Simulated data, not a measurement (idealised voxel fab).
process module | voxel self aligned vias
cross-section cut | 235 nm wide | cells 5 nm
A cross-section is a grid of square cells, given in bands from the top down. A band is one or more rows of cells.
Each band's line starts with the height of the band's top and of its bottom, in nm. Then come its materials from left to right, each with its width in nm. One material with "throughout" fills the band from edge to edge. "air" is empty space.
Height 0 is the level under which the wafer as received is all one material. The lowest band goes on downwards, as in "0 down".
A width such as "30 to 40" changes by the same amount from each row of cells to the next, from the band's top row to its bottom row.
"no change" after a step means that no cell of the cross-section changed.
closed voids: empty space of 8 cells or more with no open way to the top, each as width x height at its distance from the left edge, in nm
after a step's settings: what the simulator itself notes on the step
overlay nm, on a step with a mask: how far to the right of its planned place the mask lay; to the left if negative
plan
1 op RECEIVE | material Si
2 op CONFORMAL_DEP | material SiO2 | thk nm 10
3 op CONFORMAL_DEP | material SiCN | thk nm 5
4 op DIRECTIONAL_DEP | material lowk | thk nm 20
5 op MASKED_ETCH | tone open | mask id LINES | width nm 30 | pitch nm 70 | etch materials lowk | depth nm 20 | overlay nm 0
6 op CONFORMAL_DEP | material TiN | thk nm 5
7 op FILL_DEP | material W | thk nm 10
8 op CMP | height nm 35
9 op SELECTIVE_ETCH | etch materials W Ru TiN | depth nm 5
10 op FILL_DEP | material SiN | thk nm 5
11 op CMP | height nm 35
12 op DIRECTIONAL_DEP | material lowk | thk nm 15
13 op PATTERN | tone open | mask id VIAS | material resist | width nm 50 | thk nm 20 | overlay nm 0
14 op DIRECTIONAL_ETCH | etch materials lowk | depth nm 15
15 op DIRECTIONAL_ETCH | etch materials SiN | depth nm 5
16 op STRIP | etch materials resist
17 op CONFORMAL_DEP | material TiN | thk nm 5
18 op FILL_DEP | material Cu | thk nm 5
19 op CMP | height nm 50
20 op CONFORMAL_DEP | material SiCN | thk nm 5
as received, after step 1
  0 down: Si throughout
  closed voids: none
first wafer at the end, as planned
  55 to 50: SiCN throughout
  50 to 40: lowk 55 | TiN 5 | Cu 40 | TiN 5 | lowk 130
  40 to 35: lowk 55 | TiN 15 | Cu 20 | TiN 15 | lowk 130
  35 to 30: lowk 65 | TiN 30 | lowk 40 | SiN 30 | lowk 70
  30 to 20: lowk 65 | TiN 5 | W 20 | TiN 5 | lowk 40 | TiN 5 | W 20 | TiN 5 | lowk 70
  20 to 15: lowk 65 | TiN 30 | lowk 40 | TiN 30 | lowk 70
  15 to 10: SiCN throughout
  10 to 0: SiO2 throughout
  0 down: Si throughout
  closed voids: none
second wafer at the end: like start, like plan, one mistake
  55 to 50: SiCN throughout
  50 to 40: lowk 55 | TiN 5 | Cu 40 | TiN 5 | lowk 130
  40 to 35: lowk 55 | TiN 20 | Cu 20 | TiN 10 | lowk 130
  35 to 30: lowk 70 | TiN 30 | lowk 40 | SiN 30 | lowk 65
  30 to 20: lowk 70 | TiN 5 | W 20 | TiN 5 | lowk 40 | TiN 5 | W 20 | TiN 5 | lowk 65
  20 to 15: lowk 70 | TiN 30 | lowk 40 | TiN 30 | lowk 65
  15 to 10: SiCN throughout
  10 to 0: SiO2 throughout
  0 down: Si throughout
  closed voids: none
what went wrong: step 5 ran as: op MASKED_ETCH | tone open | mask id LINES | width nm 30 | pitch nm 70 | etch materials lowk | depth nm 20 | overlay nm 5
at the end the second wafer has, in cells: as many of each material as the first, in other places
